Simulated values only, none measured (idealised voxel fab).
Title: Process Module voxel transistor to metal
The cross-section on display is named cut; it measures 295 nm wide, and its cells are 5 nm squares.
How to read a cross-section here: the picture is a grid of square cells, written as bands going from the top down, and any band can span one or more rows of cells. For a band, the entry starts with two heights in nm, that of the top and then that of the bottom, and carries on with the band's materials in order from left to right, each alongside its width in nm; the word "edge to edge" beside a single material means it fills the band edge to edge, and "empty" means empty space. We count height from 0. Below that, the starting wafer is all one material. The lowest band never ends at the bottom but goes on down; see "z 0 and below" for how that is written. The width entry "30..40" should be interpreted row by row: the top row of cells in the band takes the first number, the bottom row takes the second number, and the change between adjacent rows is uniform throughout. Step marked "no modifications"? Then no cell in the cross-section changed in it. Closed empty spaces (no open way to the top) of 8 cells or more are what "Closed void register" lists, each as width x height at distance from the left edge, nm for all three. Note: text after step settings on the step line = simulator remark on that step. "overlay nm" answers the question of how far to the right of plan the mask lay on a step that has a mask, and when it is negative the answer is to the left.

THIS SECTION LISTS THE PROCESS STEPS THAT WERE PLANNED
| 1 | RECEIVE (material Si) |
| 2 | OXIDIZE (depth nm 5) |
| 3 | CONFORMAL_DEP (material SiN; thk nm 15) |
| 4 | DIRECTIONAL_DEP (material aC; thk nm 10) |
| 5 | PATTERN (tone cover; mask id ACTIVE; material resist; width nm 95; pitch nm 120; thk nm 30; overlay nm 0) |
| 6 | DIRECTIONAL_ETCH (etch materials aC; depth nm 10) |
| 7 | STRIP (etch materials resist) |
| 8 | DIRECTIONAL_ETCH (etch materials SiN; depth nm 15) |
| 9 | DIRECTIONAL_ETCH (etch materials SiO2; depth nm 5) |
| 10 | DIRECTIONAL_ETCH (etch materials Si; depth nm 25) |
| 11 | STRIP (etch materials aC) |
| 12 | FILL_DEP (material SiO2; thk nm 5) |
| 13 | CMP (height nm 15) |
| 14 | SELECTIVE_ETCH (etch materials SiO2; depth nm 15) |
| 15 | STRIP (etch materials SiN) |
| 16 | SELECTIVE_ETCH (etch materials SiO2; depth nm 5) |
| 17 | OXIDIZE (depth nm 5) |
| 18 | DIRECTIONAL_DEP (material polySi; thk nm 30) |
| 19 | DIRECTIONAL_DEP (material SiCN; thk nm 15) |
| 20 | MASKED_ETCH (tone cover; mask id GATE; width nm 15; pitch nm 120; etch materials SiCN; depth nm 25; overlay nm 0) |
| 21 | MASKED_ETCH (tone cover; mask id GATE; width nm 15; pitch nm 120; etch materials polySi; depth nm 40; overlay nm 0) |
| 22 | CONFORMAL_DEP (material SiN; thk nm 10) |
| 23 | DIRECTIONAL_ETCH (etch materials SiN; depth nm 10) |
| 24 | DIRECTIONAL_ETCH (etch materials SiO2; depth nm 5) |
| 25 | DIRECTIONAL_ETCH (etch materials Si; depth nm 15) |
| 26 | EPI (material nSi; thk nm 15) |
| 27 | FILL_DEP (material SiO2; thk nm 5) |
| 28 | CMP (height nm 40) |
| 29 | DIRECTIONAL_DEP (material SiO2; thk nm 10) |
| 30 | DIRECTIONAL_DEP (material aC; thk nm 15) |
| 31 | PATTERN (tone open; mask id CONTACT; material resist; width nm 20; thk nm 35; overlay nm 0) |
| 32 | DIRECTIONAL_ETCH (etch materials aC; depth nm 15) |
| 33 | STRIP (etch materials resist) |
| 34 | DIRECTIONAL_ETCH (etch materials SiO2; depth nm 60) |
| 35 | STRIP (etch materials aC) |
| 36 | CONFORMAL_DEP (material TiN; thk nm 5) |
| 37 | FILL_DEP (material Ru; thk nm 10) |
| 38 | CMP (height nm 50) |
| 39 | DIRECTIONAL_DEP (material TiN; thk nm 5) |
| 40 | DIRECTIONAL_DEP (material W; thk nm 25) |
| 41 | DIRECTIONAL_DEP (material aC; thk nm 15) |
| 42 | PATTERN (tone cover; mask id METAL_1; material resist; width nm 20; thk nm 30; overlay nm 0) |
| 43 | DIRECTIONAL_ETCH (etch materials aC; depth nm 15) |
| 44 | STRIP (etch materials resist) |
| 45 | DIRECTIONAL_ETCH (etch materials W; depth nm 25) |
| 46 | DIRECTIONAL_ETCH (etch materials TiN; depth nm 5) |
| 47 | STRIP (etch materials aC) |
| 48 | FILL_DEP (material lowk; thk nm 5) |
| 49 | CMP (height nm 80) |
| 50 | CONFORMAL_DEP (material SiCN; thk nm 5) |
| 51 | DIRECTIONAL_DEP (material lowk; thk nm 30) |
| 52 | PATTERN (tone open; mask id METAL_2_HOLES; material resist; width nm 15; pitch nm 120; thk nm 20; overlay nm 0) |
| 53 | DIRECTIONAL_ETCH (etch materials lowk; depth nm 30) |
| 54 | STRIP (etch materials resist) |
| 55 | PATTERN (tone open; mask id METAL_2; material resist; width nm 20; pitch nm 120; thk nm 15; overlay nm 0) |
| 56 | DIRECTIONAL_ETCH (etch materials lowk; depth nm 15) |
| 57 | DIRECTIONAL_ETCH (etch materials SiCN; depth nm 5) |
| 58 | STRIP (etch materials resist) |
| 59 | CONFORMAL_DEP (material TiN; thk nm 5) |
| 60 | FILL_DEP (material Ru; thk nm 5) |
| 61 | CMP (height nm 115) |
| 62 | CONFORMAL_DEP (material SiCN; thk nm 5) |
Where the wafers of this document differ is in the thk nm of step 62; they start out the same, and the plan states the value that applied to the first wafer.

CROSS-SECTION OF THE FIRST OF SEVERAL WAFERS AS RECEIVED (AFTER STEP 1)
  z 0 and below: Si edge to edge
  Closed void register: none

THE TABLE BELOW HAS ONE ROW FOR EACH WAFER; A ROW SHOWS, AS OF THE END OF THE MODULE, HOW MANY CELLS OF EACH MATERIAL THE WAFER HAS GAINED, MARKED (+), OR LOST, MARKED (-), SINCE IT WAS RECEIVED, AND THEN THE WAFER'S CLOSED VOIDS
thk nm 5 | +80 Ru | -274 Si | +130 SiCN | +72 SiN | +462 SiO2 | +152 TiN | +80 W | +570 lowk | +108 nSi | +36 polySi | Closed void register: none
thk nm 10 | +80 Ru | -274 Si | +189 SiCN | +72 SiN | +462 SiO2 | +152 TiN | +80 W | +570 lowk | +108 nSi | +36 polySi | Closed void register: none
thk nm 15 | +80 Ru | -274 Si | +248 SiCN | +72 SiN | +462 SiO2 | +152 TiN | +80 W | +570 lowk | +108 nSi | +36 polySi | Closed void register: none
thk nm 20 | +80 Ru | -274 Si | +307 SiCN | +72 SiN | +462 SiO2 | +152 TiN | +80 W | +570 lowk | +108 nSi | +36 polySi | Closed void register: none
